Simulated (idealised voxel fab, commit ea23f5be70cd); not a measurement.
Process module in this document: voxel trench capacitor
285 nm wide, 5 nm square cells: that's cross-section cut.
Format of a cross-section: grid, square cells. Given as bands. Order: top down. Band: one or more rows of cells.
Look at the band entry: it leads with the top's height and the bottom's height in nm. Then it lists the materials left to right, with a width in nm for each. The word "edge to edge" on a single material says that material fills the band edge to edge. The word "air" is empty space.
The level at which height equals 0 is the one under which the wafer, as it arrives, is entirely one material. No lower edge exists for the bottom band, which continues downward and is notated as in "z 0 and below".
The notation "30..40" denotes a width that varies across the rows of cells in the band, beginning at the first number in the top row, finishing at the second number in the bottom row, and changing by an identical amount from each row to the next.
"no modification" -> step changed no cross-section cell.
So "Enclosed internal voids" is basically the list of trapped voids: any empty space of 8 cells or more that can't reach the top through an opening. They're written width x height at distance, the distance being from the left edge, and it's all nm.
Read whatever lies past the settings on a step's line as the simulator's own remark about the step.
overlay nm: mask offset rightward from planned place, masked step; negative means leftward offset.
### The planned process steps are enumerated hereunder
step 1: RECEIVE (material Si)
step 2: CONFORMAL_DEP (material SiN; thk nm 5)
step 3: DIRECTIONAL_DEP (material aC; thk nm 10)
step 4: PATTERN (tone open; mask id TRENCH; material resist; width nm 30; pitch nm 60; thk nm 25; overlay nm 0)
step 5: DIRECTIONAL_ETCH (etch materials aC; depth nm 10)
step 6: STRIP (etch materials resist)
step 7: DIRECTIONAL_ETCH (etch materials SiN; depth nm 5)
step 8: DIRECTIONAL_ETCH (etch materials Si; depth nm 30)
step 9: STRIP (etch materials aC)
step 10: CONFORMAL_DEP (material HfO2; thk nm 5)
step 11: CONFORMAL_DEP (material TiN; thk nm 5)
step 12: FILL_DEP (material W; thk nm 10)
step 13: CMP (height nm 5)
### Wafer cross-section on receipt, i.e. after step 1
z 0 and below = Si edge to edge
Enclosed internal voids: none
### Below is the wafer in cross-section after the module was completed. It began from the starting point shown above and followed the plan shown above, except that one mistake was made while running it
z 5 to 0 = SiN=25, then HfO2=5, then TiN=5, then W=10, then TiN=5, then HfO2=5, then SiN=30, then HfO2=5, then TiN=5, then W=10, then TiN=5, then HfO2=5, then SiN=30, then HfO2=5, then TiN=5, then W=10, then TiN=5, then HfO2=5, then SiN=30, then HfO2=5, then TiN=5, then W=10, then TiN=5, then HfO2=5, then SiN=50
z 0 to -20 = Si=25, then HfO2=5, then TiN=5, then W=10, then TiN=5, then HfO2=5, then Si=30, then HfO2=5, then TiN=5, then W=10, then TiN=5, then HfO2=5, then Si=30, then HfO2=5, then TiN=5, then W=10, then TiN=5, then HfO2=5, then Si=30, then HfO2=5, then TiN=5, then W=10, then TiN=5, then HfO2=5, then Si=50
z -20 to -25 = Si=25, then HfO2=5, then TiN=20, then HfO2=5, then Si=30, then HfO2=5, then TiN=20, then HfO2=5, then Si=30, then HfO2=5, then TiN=20, then HfO2=5, then Si=30, then HfO2=5, then TiN=20, then HfO2=5, then Si=50
z -25 to -30 = Si=25, then HfO2=30, then Si=30, then HfO2=30, then Si=30, then HfO2=30, then Si=30, then HfO2=30, then Si=50
z -30 and below = Si edge to edge
Enclosed internal voids: none
Where did the run depart from the plan? off-plan run, step 4, actual operation and settings PATTERN (tone open; mask id TRENCH; material resist; width nm 30; pitch nm 60; thk nm 25; overlay nm -10)
